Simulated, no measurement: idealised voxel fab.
Module name: voxel capacitor over wiring (process module)
cross-section cut | 165 nm wide | cells 5 nm
Bands, listed from the top down, are how a cross-section gets written in this document; the cross-section itself is a grid of square cells, and a band is one or more rows of them. First you get the band's top height and its bottom height, in nm, and then the materials it's made of, left to right, with each width in nm. If you see a single material with "edge to edge", that one covers the band edge to edge. "air" is empty space. Beneath 0, the wafer as received is one material, and that level is where height counting begins. The lowest band goes on downward without a bottom; it is written like "0 and below". The expression "30->40" gives the width at the extremes of the band, the first number at its top row of cells and the second at its bottom row, with the width changing by equal amounts from each row to the next in between. Step marked "nothing changed"? Then no cell in the cross-section changed in it. "Fully sealed voids" contains a list of empty spaces, each no smaller than 8 cells and without an open way to the top, written in the form width x height at distance with the distance from the left edge and all three in nm. That trailing text on a step's line, after the settings, is the simulator's own remark on the step. When a step includes a mask, the "overlay nm" setting on its line states how far to the right of its planned place that mask lay, and negative values state how far to the left.
### The following list gives the planned process steps
1. RECEIVE with material Si
2. CONFORMAL_DEP with material SiO2, thk nm 10
3. DIRECTIONAL_DEP with material TiN, thk nm 5
4. DIRECTIONAL_DEP with material W, thk nm 15
5. MASKED_ETCH with tone cover, mask id METAL_1, width nm 30, pitch nm 95, etch materials W, depth nm 15, overlay nm 0
6. MASKED_ETCH with tone cover, mask id METAL_1, width nm 30, pitch nm 95, etch materials TiN, depth nm 5, overlay nm 0
7. FILL_DEP with material lowk, thk nm 10
8. CMP with height nm 30
9. CONFORMAL_DEP with material SiCN, thk nm 5
10. DIRECTIONAL_DEP with material SiO2, thk nm 20
11. PATTERN with tone open, mask id PLUG_1, material resist, width nm 15, thk nm 15, overlay nm 0
12. DIRECTIONAL_ETCH with etch materials SiO2, depth nm 20
13. DIRECTIONAL_ETCH with etch materials SiCN, depth nm 5
14. STRIP with etch materials resist
15. CONFORMAL_DEP with material TiN, thk nm 5
16. FILL_DEP with material W, thk nm 5
17. CMP with height nm 55
18. DIRECTIONAL_DEP with material TiN, thk nm 10
19. DIRECTIONAL_DEP with material SiN, thk nm 5
20. DIRECTIONAL_DEP with material TiN, thk nm 5
21. DIRECTIONAL_DEP with material aC, thk nm 10
22. PATTERN with tone cover, mask id UPPER_PLATE, material resist, width nm 70, thk nm 30, overlay nm 0
23. DIRECTIONAL_ETCH with etch materials aC, depth nm 10
24. STRIP with etch materials resist
25. DIRECTIONAL_ETCH with etch materials TiN, depth nm 5
26. DIRECTIONAL_ETCH with etch materials SiN, depth nm 5
27. STRIP with etch materials aC
28. PATTERN with tone cover, mask id LOWER_PLATE, material resist, width nm 80, thk nm 15, overlay nm 0
29. DIRECTIONAL_ETCH with etch materials TiN, depth nm 10
30. STRIP with etch materials resist
31. FILL_DEP with material SiO2, thk nm 20
32. CMP with height nm 90
33. MASKED_ETCH with tone open, mask id PLUG_2, width nm 15, etch materials SiO2, depth nm 5, overlay nm 0
34. CONFORMAL_DEP with material TiN, thk nm 5
35. FILL_DEP with material Ru, thk nm 5
36. CMP with height nm 90
37. CONFORMAL_DEP with material SiN, thk nm 5
Among the wafers covered here, the point of difference is the depth nm at step 33; their starting state is shared, and the plan presents the value of the first wafer.
### This is how the first of several wafers looked in cross-section when it arrived, which is after step 1
- 0 and below = Si edge to edge
- Fully sealed voids: none
### Take any row and you have a wafer at the end of the module: how many cells of each material it has gained (+) or lost (-) since it was received, and then its closed voids
depth nm 5, +30 SiCN, +47 SiN, +354 SiO2, +72 TiN, +40 W, +84 lowk, Fully sealed voids: none
depth nm 10, +1 Ru, +30 SiCN, +47 SiN, +351 SiO2, +74 TiN, +40 W, +84 lowk, Fully sealed voids: none
depth nm 15, +2 Ru, +30 SiCN, +47 SiN, +348 SiO2, +76 TiN, +40 W, +84 lowk, Fully sealed voids: none
depth nm 20, +2 Ru, +30 SiCN, +47 SiN, +348 SiO2, +76 TiN, +40 W, +84 lowk, Fully sealed voids: none
depth nm 25, +2 Ru, +30 SiCN, +47 SiN, +348 SiO2, +76 TiN, +40 W, +84 lowk, Fully sealed voids: none
depth nm 30, +2 Ru, +30 SiCN, +47 SiN, +348 SiO2, +76 TiN, +40 W, +84 lowk, Fully sealed voids: none
